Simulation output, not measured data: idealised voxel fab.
Process module in this document: voxel transistor to metal
We display cut, a cross-section 150 nm in width whose square cells are each 5 nm.
This document writes a cross-section as a grid whose cells are square, and gives it as bands, listed from the top down; one or more rows of cells form a band.
It is stipulated that each band's entry specify, in nanometres, the height of the top of the band and then that of its bottom, followed by the materials of the band in left-to-right sequence, each together with its width in nanometres. A single material marked by the word "throughout" is understood to fill the band from edge to edge; the word "empty" is understood to denote empty space.
Heights are reckoned from 0. Under this level, the received wafer is all of one material. The bottommost band is open-ended downward, for example "z 0 and below".
So if you see something like "30..40" for the width, read it as the top row of the band sitting at the first number and the bottom row at the second, with every row in between moving by the same amount as the last.
"everything unchanged" means the step left every cell of the cross-section as it was.
If an empty space has no open way to the top and is at least 8 cells in size, "Enclosed cavities" lists it, written width x height at distance, where distance is measured from the left edge and every value is in nm.
Whatever follows a step's settings on its line is a remark the simulator itself makes about that step.
Among the settings permitted on a step's line is "overlay nm"; applied to a step with a mask, it specifies the extent to which the mask lay to the right of its planned position, whereas a negative figure signifies a position to the left.

Steps planned for the process:
- 1: op RECEIVE | material Si
- 2: op OXIDIZE | depth nm 5
- 3: op CONFORMAL_DEP | material SiN | thk nm 10
- 4: op MASKED_ETCH | tone cover | mask id ACTIVE | width nm 115 | etch materials SiN | depth nm 10 | overlay nm 0
- 5: op MASKED_ETCH | tone cover | mask id ACTIVE | width nm 115 | etch materials SiO2 | depth nm 5 | overlay nm 0
- 6: op MASKED_ETCH | tone cover | mask id ACTIVE | width nm 115 | etch materials Si | depth nm 20 | overlay nm 0
- 7: op FILL_DEP | material SiO2 | thk nm 15
- 8: op CMP | height nm 10
- 9: op SELECTIVE_ETCH | etch materials SiO2 | depth nm 5
- 10: op STRIP | etch materials SiN
- 11: op SELECTIVE_ETCH | etch materials SiO2 | depth nm 5
- 12: op OXIDIZE | depth nm 5
- 13: op DIRECTIONAL_DEP | material polySi | thk nm 30
- 14: op DIRECTIONAL_DEP | material SiCN | thk nm 15
- 15: op MASKED_ETCH | tone cover | mask id GATE | width nm 35 | etch materials SiCN | depth nm 25 | overlay nm 0
- 16: op MASKED_ETCH | tone cover | mask id GATE | width nm 35 | etch materials polySi | depth nm 40 | overlay nm 0
- 17: op CONFORMAL_DEP | material SiN | thk nm 5
- 18: op DIRECTIONAL_ETCH | etch materials SiN | depth nm 5
- 19: op DIRECTIONAL_ETCH | etch materials SiO2 | depth nm 5
- 20: op DIRECTIONAL_ETCH | etch materials Si | depth nm 5
- 21: op EPI | material nSi | thk nm 5
- 22: op FILL_DEP | material SiO2 | thk nm 10
- 23: op CMP | height nm 25
- 24: op STRIP | etch materials polySi
- 25: op SELECTIVE_ETCH | etch materials SiO2 | depth nm 5
- 26: op CONFORMAL_DEP | material HfO2 | thk nm 5
- 27: op CONFORMAL_DEP | material TiN | thk nm 5
- 28: op FILL_DEP | material W | thk nm 5
- 29: op CMP | height nm 20
- 30: op DIRECTIONAL_DEP | material SiO2 | thk nm 15
- 31: op DIRECTIONAL_DEP | material aC | thk nm 15
- 32: op PATTERN | tone open | mask id CONTACT | material resist | width nm 15 | pitch nm 80 | thk nm 30 | overlay nm 0
- 33: op DIRECTIONAL_ETCH | etch materials aC | depth nm 15
- 34: op STRIP | etch materials resist
- 35: op DIRECTIONAL_ETCH | etch materials SiO2 | depth nm 45
- 36: op STRIP | etch materials aC
- 37: op CONFORMAL_DEP | material TiN | thk nm 5
- 38: op FILL_DEP | material W | thk nm 10
- 39: op CMP | height nm 35
- 40: op DIRECTIONAL_DEP | material TiN | thk nm 5
- 41: op DIRECTIONAL_DEP | material Ru | thk nm 25
- 42: op PATTERN | tone cover | mask id METAL_1 | material resist | width nm 15 | pitch nm 80 | thk nm 15 | overlay nm 0
- 43: op DIRECTIONAL_ETCH | etch materials Ru | depth nm 25
- 44: op DIRECTIONAL_ETCH | etch materials TiN | depth nm 5
- 45: op STRIP | etch materials resist
- 46: op FILL_DEP | material lowk | thk nm 10
- 47: op CMP | height nm 65
- 48: op CONFORMAL_DEP | material SiN | thk nm 5

The first of a set of two wafers, run to plan:

Cross-section: wafer on arrival = after step 1:
  z 0 and below: Si throughout
  Enclosed cavities: none

Presented here is a cross-section of the wafer after step 2 has been performed:
  z 0 to -5: SiO2 throughout
  Below a height of -5, the structure has not been altered.

Presented here is a cross-section of the wafer after step 3 has been performed:
  z 10 to 0: SiN throughout
  Below a height of 0, the structure has not been altered.

Presented here is a cross-section of the wafer after step 4 has been performed:
  z 10 to 0: empty 15, SiN 115, empty 20
  Below a height of 0, the structure has not been altered.

Presented here is a cross-section of the wafer after step 5 has been performed:
  z 10 to 0: empty 15, SiN 115, empty 20
  z 0 to -5: empty 15, SiO2 115, empty 20
  Below a height of -5, the structure has not been altered.

Presented here is a cross-section of the wafer after step 6 has been performed:
  z 10 to 0: empty 15, SiN 115, empty 20
  z 0 to -5: empty 15, SiO2 115, empty 20
  z -5 to -25: empty 15, Si 115, empty 20
  Below a height of -25, the structure has not been altered.

Presented here is a cross-section of the wafer after step 7 has been performed:
  z 25 to 10: SiO2 throughout
  z 10 to 0: SiO2 15, SiN 115, SiO2 20
  z 0 to -5: SiO2 throughout
  z -5 to -25: SiO2 15, Si 115, SiO2 20
  Below a height of -25, the structure has not been altered.

Presented here is a cross-section of the wafer after step 8 has been performed:
  z 10 to 0: SiO2 15, SiN 115, SiO2 20
  Below a height of 0, the structure has not been altered.

Presented here is a cross-section of the wafer after step 9 has been performed:
  z 10 to 5: empty 15, SiN 115, empty 20
  Below a height of 5, the structure has not been altered.

Presented here is a cross-section of the wafer after step 10 has been performed:
  z 5 to 0: SiO2 15, empty 115, SiO2 20
  Below a height of 0, the structure has not been altered.

Presented here is a cross-section of the wafer after step 11 has been performed:
  z 0 to -5: SiO2 10, empty 125, SiO2 15
  Below a height of -5, the structure has not been altered.

Presented here is a cross-section of the wafer after step 12 has been performed:
  z 0 to -5: SiO2 10, empty 125, SiO2 15
  z -5 to -10: SiO2 throughout
  Below a height of -10, the structure has not been altered.

Presented here is a cross-section of the wafer after step 13 has been performed:
  z 30 to 25: polySi 10, empty 125, polySi 15
  z 25 to 0: polySi throughout
  z 0 to -5: SiO2 10, polySi 125, SiO2 15
  Below a height of -5, the structure has not been altered.

Presented here is a cross-section of the wafer after step 14 has been performed:
  z 45 to 40: SiCN 10, empty 125, SiCN 15
  z 40 to 30: SiCN throughout
  z 30 to 25: polySi 10, SiCN 125, polySi 15
  Below a height of 25, the structure has not been altered.

Presented here is a cross-section of the wafer after step 15 has been performed:
  z 40 to 30: empty 55, SiCN 35, empty 60
  z 30 to 25: polySi 10, empty 45, SiCN 35, empty 45, polySi 15
  Below a height of 25, the structure has not been altered.

Presented here is a cross-section of the wafer after step 16 has been performed:
  z 40 to 25: empty 55, SiCN 35, empty 60
  z 25 to 0: empty 55, polySi 35, empty 60
  z 0 to -5: SiO2 10, empty 45, polySi 35, empty 45, SiO2 15
  Below a height of -5, the structure has not been altered.

Presented here is a cross-section of the wafer after step 17 has been performed:
  z 45 to 40: empty 50, SiN 45, empty 55
  z 40 to 25: empty 50, SiN 5, SiCN 35, SiN 5, empty 55
  z 25 to 5: empty 50, SiN 5, polySi 35, SiN 5, empty 55
  z 5 to 0: SiN 15, empty 35, SiN 5, polySi 35, SiN 5, empty 35, SiN 20
  z 0 to -5: SiO2 10, SiN 45, polySi 35, SiN 45, SiO2 15
  Below a height of -5, the structure has not been altered.

Presented here is a cross-section of the wafer after step 18 has been performed:
  z 40 to 25: empty 50, SiN 5, SiCN 35, SiN 5, empty 55
  z 25 to 0: empty 50, SiN 5, polySi 35, SiN 5, empty 55
  z 0 to -5: SiO2 10, SiN 5, empty 35, SiN 5, polySi 35, SiN 5, empty 35, SiN 5, SiO2 15
  Below a height of -5, the structure has not been altered.

Presented here is a cross-section of the wafer after step 19 has been performed:
  z 40 to 25: empty 50, SiN 5, SiCN 35, SiN 5, empty 55
  z 25 to 0: empty 50, SiN 5, polySi 35, SiN 5, empty 55
  z 0 to -5: empty 10, SiN 5, empty 35, SiN 5, polySi 35, SiN 5, empty 35, SiN 5, empty 15
  z -5 to -10: SiO2 15, empty 35, SiO2 45, empty 35, SiO2 20
  Below a height of -10, the structure has not been altered.

Presented here is a cross-section of the wafer after step 20 has been performed:
  z 40 to 25: empty 50, SiN 5, SiCN 35, SiN 5, empty 55
  z 25 to 0: empty 50, SiN 5, polySi 35, SiN 5, empty 55
  z 0 to -5: empty 10, SiN 5, empty 35, SiN 5, polySi 35, SiN 5, empty 35, SiN 5, empty 15
  z -5 to -10: SiO2 15, empty 35, SiO2 45, empty 35, SiO2 20
  z -10 to -15: SiO2 15, empty 35, Si 45, empty 35, SiO2 20
  Below a height of -15, the structure has not been altered.

Presented here is a cross-section of the wafer after step 21 has been performed:
  z 40 to 25: empty 50, SiN 5, SiCN 35, SiN 5, empty 55
  z 25 to 0: empty 50, SiN 5, polySi 35, SiN 5, empty 55
  z 0 to -5: empty 10, SiN 5, empty 35, SiN 5, polySi 35, SiN 5, empty 35, SiN 5, empty 15
  z -5 to -10: SiO2 15, empty 30, nSi 5, SiO2 45, nSi 5, empty 30, SiO2 20
  z -10 to -15: SiO2 15, nSi 35, Si 45, nSi 35, SiO2 20
  Below a height of -15, the structure has not been altered.

Presented here is a cross-section of the wafer after step 22 has been performed:
  z 50 to 40: SiO2 throughout
  z 40 to 25: SiO2 50, SiN 5, SiCN 35, SiN 5, SiO2 55
  z 25 to 0: SiO2 50, SiN 5, polySi 35, SiN 5, SiO2 55
  z 0 to -5: SiO2 10, SiN 5, SiO2 35, SiN 5, polySi 35, SiN 5, SiO2 35, SiN 5, SiO2 15
  z -5 to -10: SiO2 45, nSi 5, SiO2 45, nSi 5, SiO2 50
  Below a height of -10, the structure has not been altered.

Presented here is a cross-section of the wafer after step 23 has been performed:
  z 25 to 0: SiO2 50, SiN 5, polySi 35, SiN 5, SiO2 55
  Below a height of 0, the structure has not been altered.

Presented here is a cross-section of the wafer after step 24 has been performed:
  z 25 to 0: SiO2 50, SiN 5, empty 35, SiN 5, SiO2 55
  z 0 to -5: SiO2 10, SiN 5, SiO2 35, SiN 5, empty 35, SiN 5, SiO2 35, SiN 5, SiO2 15
  Below a height of -5, the structure has not been altered.

Presented here is a cross-section of the wafer after step 25 has been performed:
  z 25 to 20: empty 50, SiN 5, empty 35, SiN 5, empty 55
  z 20 to 0: SiO2 50, SiN 5, empty 35, SiN 5, SiO2 55
  z 0 to -5: SiO2 10, SiN 5, SiO2 35, SiN 5, empty 35, SiN 5, SiO2 35, SiN 5, SiO2 15
  z -5 to -10: SiO2 45, nSi 5, empty 45, nSi 5, SiO2 50
  Below a height of -10, the structure has not been altered.

Presented here is a cross-section of the wafer after step 26 has been performed:
  z 30 to 25: empty 45, HfO2 15, empty 25, HfO2 15, empty 50
  z 25 to 20: HfO2 50, SiN 5, HfO2 5, empty 25, HfO2 5, SiN 5, HfO2 55
  z 20 to 0: SiO2 50, SiN 5, HfO2 5, empty 25, HfO2 5, SiN 5, SiO2 55
  z 0 to -5: SiO2 10, SiN 5, SiO2 35, SiN 5, HfO2 5, empty 25, HfO2 5, SiN 5, SiO2 35, SiN 5, SiO2 15
  z -5 to -10: SiO2 45, nSi 5, HfO2 45, nSi 5, SiO2 50
  Below a height of -10, the structure has not been altered.

Presented here is a cross-section of the wafer after step 27 has been performed:
  z 35 to 30: empty 40, TiN 25, empty 15, TiN 25, empty 45
  z 30 to 25: TiN 45, HfO2 15, TiN 5, empty 15, TiN 5, HfO2 15, TiN 50
  z 25 to 20: HfO2 50, SiN 5, HfO2 5, TiN 5, empty 15, TiN 5, HfO2 5, SiN 5, HfO2 55
  z 20 to 0: SiO2 50, SiN 5, HfO2 5, TiN 5, empty 15, TiN 5, HfO2 5, SiN 5, SiO2 55
  z 0 to -5: SiO2 10, SiN 5, SiO2 35, SiN 5, HfO2 5, TiN 25, HfO2 5, SiN 5, SiO2 35, SiN 5, SiO2 15
  Below a height of -5, the structure has not been altered.

Presented here is a cross-section of the wafer after step 28 has been performed:
  z 40 to 35: W throughout
  z 35 to 30: W 40, TiN 25, W 15, TiN 25, W 45
  z 30 to 25: TiN 45, HfO2 15, TiN 5, W 15, TiN 5, HfO2 15, TiN 50
  z 25 to 20: HfO2 50, SiN 5, HfO2 5, TiN 5, W 15, TiN 5, HfO2 5, SiN 5, HfO2 55
  z 20 to 0: SiO2 50, SiN 5, HfO2 5, TiN 5, W 15, TiN 5, HfO2 5, SiN 5, SiO2 55
  Below a height of 0, the structure has not been altered.

Presented here is a cross-section of the wafer after step 29 has been performed:
  z 20 to 0: SiO2 50, SiN 5, HfO2 5, TiN 5, W 15, TiN 5, HfO2 5, SiN 5, SiO2 55
  Below a height of 0, the structure has not been altered.

Presented here is a cross-section of the wafer after step 30 has been performed:
  z 35 to 20: SiO2 throughout
  Below a height of 20, the structure has not been altered.

Presented here is a cross-section of the wafer after step 31 has been performed:
  z 50 to 35: aC throughout
  Below a height of 35, the structure has not been altered.

Presented here is a cross-section of the wafer after step 32 has been performed:
  z 80 to 50: resist 25, empty 15, resist 65, empty 15, resist 30
  Below a height of 50, the structure has not been altered.

Presented here is a cross-section of the wafer after step 33 has been performed:
  z 65 to 50: resist 25, empty 15, resist 65, empty 15, resist 30
  z 50 to 35: aC 25, empty 15, aC 65, empty 15, aC 30
  Below a height of 35, the structure has not been altered.

Presented here is a cross-section of the wafer after step 34 has been performed:
  z 50 to 35: aC 25, empty 15, aC 65, empty 15, aC 30
  Below a height of 35, the structure has not been altered.

Presented here is a cross-section of the wafer after step 35 has been performed:
  z 50 to 35: aC 25, empty 15, aC 65, empty 15, aC 30
  z 35 to 20: SiO2 25, empty 15, SiO2 65, empty 15, SiO2 30
  z 20 to 0: SiO2 25, empty 15, SiO2 10, SiN 5, HfO2 5, TiN 5, W 15, TiN 5, HfO2 5, SiN 5, SiO2 10, empty 15, SiO2 30
  z 0 to -5: SiO2 10, SiN 5, SiO2 10, empty 15, SiO2 10, SiN 5, HfO2 5, TiN 25, HfO2 5, SiN 5, SiO2 10, empty 15, SiO2 10, SiN 5, SiO2 15
  z -5 to -10: SiO2 25, empty 15, SiO2 5, nSi 5, HfO2 45, nSi 5, SiO2 5, empty 15, SiO2 30
  Below a height of -10, the structure has not been altered.

Presented here is a cross-section of the wafer after step 36 has been performed:
  z 35 to 20: SiO2 25, empty 15, SiO2 65, empty 15, SiO2 30
  Below a height of 20, the structure has not been altered.

Presented here is a cross-section of the wafer after step 37 has been performed:
  z 40 to 35: TiN 30, empty 5, TiN 75, empty 5, TiN 35
  z 35 to 20: SiO2 25, TiN 5, empty 5, TiN 5, SiO2 65, TiN 5, empty 5, TiN 5, SiO2 30
  z 20 to 0: SiO2 25, TiN 5, empty 5, TiN 5, SiO2 10, SiN 5, HfO2 5, TiN 5, W 15, TiN 5, HfO2 5, SiN 5, SiO2 10, TiN 5, empty 5, TiN 5, SiO2 30
  z 0 to -5: SiO2 10, SiN 5, SiO2 10, TiN 5, empty 5, TiN 5, SiO2 10, SiN 5, HfO2 5, TiN 25, HfO2 5, SiN 5, SiO2 10, TiN 5, empty 5, TiN 5, SiO2 10, SiN 5, SiO2 15
  z -5 to -10: SiO2 25, TiN 15, SiO2 5, nSi 5, HfO2 45, nSi 5, SiO2 5, TiN 15, SiO2 30
  Below a height of -10, the structure has not been altered.

Presented here is a cross-section of the wafer after step 38 has been performed:
  z 50 to 40: W throughout
  z 40 to 35: TiN 30, W 5, TiN 75, W 5, TiN 35
  z 35 to 20: SiO2 25, TiN 5, W 5, TiN 5, SiO2 65, TiN 5, W 5, TiN 5, SiO2 30
  z 20 to 0: SiO2 25, TiN 5, W 5, TiN 5, SiO2 10, SiN 5, HfO2 5, TiN 5, W 15, TiN 5, HfO2 5, SiN 5, SiO2 10, TiN 5, W 5, TiN 5, SiO2 30
  z 0 to -5: SiO2 10, SiN 5, SiO2 10, TiN 5, W 5, TiN 5, SiO2 10, SiN 5, HfO2 5, TiN 25, HfO2 5, SiN 5, SiO2 10, TiN 5, W 5, TiN 5, SiO2 10, SiN 5, SiO2 15
  Below a height of -5, the structure has not been altered.

Presented here is a cross-section of the wafer after step 39 has been performed:
  z 35 to 20: SiO2 25, TiN 5, W 5, TiN 5, SiO2 65, TiN 5, W 5, TiN 5, SiO2 30
  Below a height of 20, the structure has not been altered.

Presented here is a cross-section of the wafer after step 40 has been performed:
  z 40 to 35: TiN throughout
  Below a height of 35, the structure has not been altered.

Presented here is a cross-section of the wafer after step 41 has been performed:
  z 65 to 40: Ru throughout
  Below a height of 40, the structure has not been altered.

Presented here is a cross-section of the wafer after step 42 has been performed:
  z 80 to 65: empty 25, resist 15, empty 65, resist 15, empty 30
  Below a height of 65, the structure has not been altered.

Presented here is a cross-section of the wafer after step 43 has been performed:
  z 80 to 65: empty 25, resist 15, empty 65, resist 15, empty 30
  z 65 to 40: empty 25, Ru 15, empty 65, Ru 15, empty 30
  Below a height of 40, the structure has not been altered.

Presented here is a cross-section of the wafer after step 44 has been performed:
  z 80 to 65: empty 25, resist 15, empty 65, resist 15, empty 30
  z 65 to 40: empty 25, Ru 15, empty 65, Ru 15, empty 30
  z 40 to 35: empty 25, TiN 15, empty 65, TiN 15, empty 30
  Below a height of 35, the structure has not been altered.

Presented here is a cross-section of the wafer after step 45 has been performed:
  z 65 to 40: empty 25, Ru 15, empty 65, Ru 15, empty 30
  Below a height of 40, the structure has not been altered.

Presented here is a cross-section of the wafer after step 46 has been performed:
  z 75 to 65: lowk throughout
  z 65 to 40: lowk 25, Ru 15, lowk 65, Ru 15, lowk 30
  z 40 to 35: lowk 25, TiN 15, lowk 65, TiN 15, lowk 30
  Below a height of 35, the structure has not been altered.

Presented here is a cross-section of the wafer after step 47 has been performed:
  z 65 to 40: lowk 25, Ru 15, lowk 65, Ru 15, lowk 30
  Below a height of 40, the structure has not been altered.

Presented here is a cross-section of the wafer after step 48 has been performed:
  z 70 to 65: SiN throughout
  Below a height of 65, the structure has not been altered.

The second wafer began exactly as the first did and followed the same plan, but one mistake was made while running it; through step 31 inclusive, the two wafers are identical:

Cross-sectional representation of the second wafer at the time designated in the plan for the completion of step 32:
  z 80 to 50: resist 20, empty 15, resist 65, empty 15, resist 35
  Below a height of 50, the structure has not been altered.

Cross-sectional representation of the second wafer at the time designated in the plan for the completion of step 33:
  z 65 to 50: resist 20, empty 15, resist 65, empty 15, resist 35
  z 50 to 35: aC 20, empty 15, aC 65, empty 15, aC 35
  Below a height of 35, the structure has not been altered.

Cross-sectional representation of the second wafer at the time designated in the plan for the completion of step 34:
  z 50 to 35: aC 20, empty 15, aC 65, empty 15, aC 35
  Below a height of 35, the structure has not been altered.

Cross-sectional representation of the second wafer at the time designated in the plan for the completion of step 35:
  z 50 to 35: aC 20, empty 15, aC 65, empty 15, aC 35
  z 35 to 20: SiO2 20, empty 15, SiO2 65, empty 15, SiO2 35
  z 20 to 0: SiO2 20, empty 15, SiO2 15, SiN 5, HfO2 5, TiN 5, W 15, TiN 5, HfO2 5, SiN 5, SiO2 5, empty 15, SiO2 35
  z 0 to -5: SiO2 10, SiN 5, SiO2 5, empty 15, SiO2 15, SiN 5, HfO2 5, TiN 25, HfO2 5, SiN 5, SiO2 5, empty 15, SiO2 15, SiN 5, SiO2 15
  z -5 to -10: SiO2 20, empty 15, SiO2 10, nSi 5, HfO2 45, nSi 5, empty 15, SiO2 35
  Below a height of -10, the structure has not been altered.

Cross-sectional representation of the second wafer at the time designated in the plan for the completion of step 36:
  z 35 to 20: SiO2 20, empty 15, SiO2 65, empty 15, SiO2 35
  Below a height of 20, the structure has not been altered.

Cross-sectional representation of the second wafer at the time designated in the plan for the completion of step 37:
  z 40 to 35: TiN 25, empty 5, TiN 75, empty 5, TiN 40
  z 35 to 20: SiO2 20, TiN 5, empty 5, TiN 5, SiO2 65, TiN 5, empty 5, TiN 5, SiO2 35
  z 20 to 0: SiO2 20, TiN 5, empty 5, TiN 5, SiO2 15, SiN 5, HfO2 5, TiN 5, W 15, TiN 5, HfO2 5, SiN 5, SiO2 5, TiN 5, empty 5, TiN 5, SiO2 35
  z 0 to -5: SiO2 10, SiN 5, SiO2 5, TiN 5, empty 5, TiN 5, SiO2 15, SiN 5, HfO2 5, TiN 25, HfO2 5, SiN 5, SiO2 5, TiN 5, empty 5, TiN 5, SiO2 15, SiN 5, SiO2 15
  z -5 to -10: SiO2 20, TiN 15, SiO2 10, nSi 5, HfO2 45, nSi 5, TiN 15, SiO2 35
  Below a height of -10, the structure has not been altered.

Cross-sectional representation of the second wafer at the time designated in the plan for the completion of step 38:
  z 50 to 40: W throughout
  z 40 to 35: TiN 25, W 5, TiN 75, W 5, TiN 40
  z 35 to 20: SiO2 20, TiN 5, W 5, TiN 5, SiO2 65, TiN 5, W 5, TiN 5, SiO2 35
  z 20 to 0: SiO2 20, TiN 5, W 5, TiN 5, SiO2 15, SiN 5, HfO2 5, TiN 5, W 15, TiN 5, HfO2 5, SiN 5, SiO2 5, TiN 5, W 5, TiN 5, SiO2 35
  z 0 to -5: SiO2 10, SiN 5, SiO2 5, TiN 5, W 5, TiN 5, SiO2 15, SiN 5, HfO2 5, TiN 25, HfO2 5, SiN 5, SiO2 5, TiN 5, W 5, TiN 5, SiO2 15, SiN 5, SiO2 15
  Below a height of -5, the structure has not been altered.

Cross-sectional representation of the second wafer at the time designated in the plan for the completion of step 39:
  z 35 to 20: SiO2 20, TiN 5, W 5, TiN 5, SiO2 65, TiN 5, W 5, TiN 5, SiO2 35
  Below a height of 20, the structure has not been altered.

Cross-sectional representation of the second wafer at the time designated in the plan for the completion of step 40:
  z 40 to 35: TiN throughout
  Below a height of 35, the structure has not been altered.

Cross-sectional representation of the second wafer at the time designated in the plan for the completion of step 41:
  z 65 to 40: Ru throughout
  Below a height of 40, the structure has not been altered.

Cross-sectional representation of the second wafer at the time designated in the plan for the completion of step 42:
  z 80 to 65: empty 25, resist 15, empty 65, resist 15, empty 30
  Below a height of 65, the structure has not been altered.

Cross-sectional representation of the second wafer at the time designated in the plan for the completion of step 43:
  z 80 to 65: empty 25, resist 15, empty 65, resist 15, empty 30
  z 65 to 40: empty 25, Ru 15, empty 65, Ru 15, empty 30
  Below a height of 40, the structure has not been altered.

Cross-sectional representation of the second wafer at the time designated in the plan for the completion of step 44:
  z 80 to 65: empty 25, resist 15, empty 65, resist 15, empty 30
  z 65 to 40: empty 25, Ru 15, empty 65, Ru 15, empty 30
  z 40 to 35: empty 25, TiN 15, empty 65, TiN 15, empty 30
  Below a height of 35, the structure has not been altered.

Cross-sectional representation of the second wafer at the time designated in the plan for the completion of step 45:
  z 65 to 40: empty 25, Ru 15, empty 65, Ru 15, empty 30
  Below a height of 40, the structure has not been altered.

Cross-sectional representation of the second wafer at the time designated in the plan for the completion of step 46:
  z 75 to 65: lowk throughout
  z 65 to 40: lowk 25, Ru 15, lowk 65, Ru 15, lowk 30
  z 40 to 35: lowk 25, TiN 15, lowk 65, TiN 15, lowk 30
  Below a height of 35, the structure has not been altered.

Cross-sectional representation of the second wafer at the time designated in the plan for the completion of step 47:
  z 65 to 40: lowk 25, Ru 15, lowk 65, Ru 15, lowk 30
  Below a height of 40, the structure has not been altered.

Cross-sectional representation of the second wafer at the time designated in the plan for the completion of step 48:
  z 70 to 65: SiN throughout
  Below a height of 65, the structure has not been altered.
What broke from the plan during processing? step 32 was run on a setting that differed from the plan, and what really ran there is op PATTERN | tone open | mask id CONTACT | material resist | width nm 15 | pitch nm 80 | thk nm 30 | overlay nm -5
Upon completion, the cell count for each material on the second wafer equals that on the first, whereas the spatial distribution of those cells differs.
